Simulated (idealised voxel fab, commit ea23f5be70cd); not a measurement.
process module | voxel capacitor over wiring
cross-section cut | 295 nm wide | cells 5 nm
A cross-section is a grid of square cells, given in bands from the top down. A band is one or more rows of cells.
Each band's line starts with the height of the band's top and of its bottom, in nm. Then come its materials from left to right, each with its width in nm. One material with "throughout" fills the band from edge to edge. "air" is empty space.
Height 0 is the level under which the wafer as received is all one material. The lowest band goes on downwards, as in "0 down".
A width such as "30 to 40" changes by the same amount from each row of cells to the next, from the band's top row to its bottom row.
"no change" after a step means that no cell of the cross-section changed.
closed voids: empty space of 8 cells or more with no open way to the top, each as width x height at its distance from the left edge, in nm
after a step's settings: what the simulator itself notes on the step
overlay nm, on a step with a mask: how far to the right of its planned place the mask lay; to the left if negative
plan
1 op RECEIVE | material Si
2 op CONFORMAL_DEP | material SiO2 | thk nm 10
3 op CONFORMAL_DEP | material SiCN | thk nm 5
4 op DIRECTIONAL_DEP | material SiO2 | thk nm 25
5 op PATTERN | tone open | mask id METAL_1 | material resist | width nm 30 | pitch nm 85 | thk nm 20 | overlay nm 0
6 op DIRECTIONAL_ETCH | etch materials SiO2 | depth nm 25
7 op DIRECTIONAL_ETCH | etch materials SiCN | depth nm 5
8 op STRIP | etch materials resist
9 op CONFORMAL_DEP | material TiN | thk nm 5
10 op FILL_DEP | material W | thk nm 5
11 op CMP | height nm 40
12 op CONFORMAL_DEP | material SiCN | thk nm 5
13 op DIRECTIONAL_DEP | material SiO2 | thk nm 10
14 op PATTERN | tone open | mask id PLUG_1 | material resist | width nm 15 | thk nm 15 | overlay nm 0
15 op DIRECTIONAL_ETCH | etch materials SiO2 | depth nm 10
16 op DIRECTIONAL_ETCH | etch materials SiCN | depth nm 5
17 op STRIP | etch materials resist
18 op CONFORMAL_DEP | material TiN | thk nm 5
19 op FILL_DEP | material W | thk nm 5
20 op CMP | height nm 55
21 op DIRECTIONAL_DEP | material TiN | thk nm 10
22 op DIRECTIONAL_DEP | material Al2O3 | thk nm 5
23 op DIRECTIONAL_DEP | material TiN | thk nm 10
24 op MASKED_ETCH | tone cover | mask id UPPER_PLATE | width nm 60 | etch materials TiN | depth nm 10 | overlay nm 0
25 op MASKED_ETCH | tone cover | mask id UPPER_PLATE | width nm 60 | etch materials Al2O3 | depth nm 5 | overlay nm 0
26 op MASKED_ETCH | tone cover | mask id LOWER_PLATE | width nm 70 | etch materials TiN | depth nm 10 | overlay nm 0
27 op FILL_DEP | material SiO2 | thk nm 15
28 op CMP | height nm 90
29 op PATTERN | tone open | mask id PLUG_2 | material resist | width nm 15 | thk nm 15 | overlay nm 0
30 op DIRECTIONAL_ETCH | etch materials SiO2 | depth nm 10
31 op STRIP | etch materials resist
32 op CONFORMAL_DEP | material TiN | thk nm 5
33 op FILL_DEP | material Cu | thk nm 5
34 op CMP | height nm 90
35 op CONFORMAL_DEP | material SiN | thk nm 5
as received, after step 1
  0 down: Si throughout
  closed voids: none
first wafer at the end, as planned
  95 to 90: SiN throughout
  90 to 85: SiO2 115 | TiN 5 | Cu 5 | TiN 5 | SiO2 165
  85 to 80: SiO2 115 | TiN 15 | SiO2 165
  80 to 70: SiO2 105 | TiN 60 | SiO2 130
  70 to 65: SiO2 105 | Al2O3 60 | SiO2 130
  65 to 55: SiO2 100 | TiN 70 | SiO2 125
  55 to 45: SiO2 105 | TiN 5 | W 5 | TiN 5 | SiO2 175
  45 to 40: SiCN 105 | TiN 15 | SiCN 175
  40 to 15: SiO2 90 | TiN 5 | W 20 | TiN 5 | SiO2 55 | TiN 5 | W 20 | TiN 5 | SiO2 90
  15 to 10: SiCN 90 | TiN 30 | SiCN 55 | TiN 30 | SiCN 90
  10 to 0: SiO2 throughout
  0 down: Si throughout
  closed voids: none
second wafer at the end: like start, like plan, one mistake
  95 to 90: SiN throughout
  90 to 85: SiO2 115 | TiN 5 | Cu 5 | TiN 5 | SiO2 165
  85 to 80: SiO2 115 | TiN 15 | SiO2 165
  80 to 70: SiO2 105 | TiN 60 | SiO2 130
  70 to 65: SiO2 105 | Al2O3 60 | SiO2 130
  65 to 55: SiO2 100 | TiN 70 | SiO2 125
  55 to 45: SiO2 110 | W 5 | SiO2 180
  45 to 40: SiCN 105 | SiO2 15 | SiCN 175
  40 to 15: SiO2 90 | TiN 5 | W 20 | TiN 5 | SiO2 55 | TiN 5 | W 20 | TiN 5 | SiO2 90
  15 to 10: SiCN 90 | TiN 30 | SiCN 55 | TiN 30 | SiCN 90
  10 to 0: SiO2 throughout
  0 down: Si throughout
  closed voids: none
what went wrong: step 18 ran as: op CONFORMAL_DEP | material SiO2 | thk nm 5
at the end the second wafer has, in cells: 7 more of SiO2 | 7 fewer of TiN
